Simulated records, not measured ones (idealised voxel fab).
This is a process module. Its name is voxel self aligned contacts.
Square cells of 5 nm make up the cross-section cut, whose width is 255 nm.
Cross-section, as written here: a square-cell grid given band by band from the top down, where a band holds one or more rows of cells.
It is stipulated that each band's entry specify, in nanometres, the height of the top of the band and then that of its bottom, followed by the materials of the band in left-to-right sequence, each together with its width in nanometres. A single material marked by the word "edge to edge" is understood to fill the band from edge to edge; the word "air" is understood to denote empty space.
Basically, 0 is our baseline, since under it the wafer straight out of the box is all one material. The bottom band has no lower end and keeps on going down, so it looks like "0 nm and below".
Width spec "30->40" -> top row of cells at first value, bottom row at second value, equal per-row change in between.
What does "no modifications" mean for a step? It means no cell of the cross-section changed in that step.
What "Closed empty spaces" gives you is every empty space of 8 cells or more that is cut off from the top. Each appears as width x height at distance, with the distance taken from the left edge and width, height and distance all in nm.
Read whatever lies past the settings on a step's line as the simulator's own remark about the step.
overlay nm: how far to the right of its planned place the mask lay on this masked step (negative: to the left).
# Planned process steps
1 RECEIVE (material Si)
2 OXIDIZE (depth nm 5)
3 DIRECTIONAL_DEP (material polySi; thk nm 30)
4 DIRECTIONAL_DEP (material SiN; thk nm 25)
5 DIRECTIONAL_DEP (material aC; thk nm 10)
6 PATTERN (tone cover; mask id GATE; material resist; width nm 30; pitch nm 75; thk nm 30; overlay nm 0)
7 DIRECTIONAL_ETCH (etch materials aC; depth nm 10)
8 STRIP (etch materials resist)
9 DIRECTIONAL_ETCH (etch materials SiN; depth nm 25)
10 DIRECTIONAL_ETCH (etch materials polySi; depth nm 30)
11 STRIP (etch materials aC)
12 CONFORMAL_DEP (material SiN; thk nm 10)
13 DIRECTIONAL_ETCH (etch materials SiN; depth nm 10)
14 FILL_DEP (material SiO2; thk nm 15)
15 CMP (height nm 60)
16 MASKED_ETCH (tone open; mask id CONTACT; width nm 55; etch materials SiO2; depth nm 65; overlay nm 0)
17 CONFORMAL_DEP (material TiN; thk nm 5)
18 FILL_DEP (material W; thk nm 5)
19 CMP (height nm 60)
20 CONFORMAL_DEP (material SiCN; thk nm 5)
Be aware that, although all wafers share a common starting state, the thk nm at step 20 differs among them, and the plan displays the first wafer's value.
# First wafer of several, as received: cross-section after step 1
> 0 nm and below | Si edge to edge
> Closed empty spaces: none
# Each row below is a wafer at the end of the module, listing for every material the number of cells it has gained (+) or lost (-) since it was received, followed by its closed voids
thk nm 5, -51 Si, +51 SiCN, +148 SiN, +372 SiO2, +35 TiN, +36 W, +72 polySi, Closed empty spaces: none
thk nm 10, -51 Si, +102 SiCN, +148 SiN, +372 SiO2, +35 TiN, +36 W, +72 polySi, Closed empty spaces: none
thk nm 15, -51 Si, +153 SiCN, +148 SiN, +372 SiO2, +35 TiN, +36 W, +72 polySi, Closed empty spaces: none
thk nm 20, -51 Si, +204 SiCN, +148 SiN, +372 SiO2, +35 TiN, +36 W, +72 polySi, Closed empty spaces: none
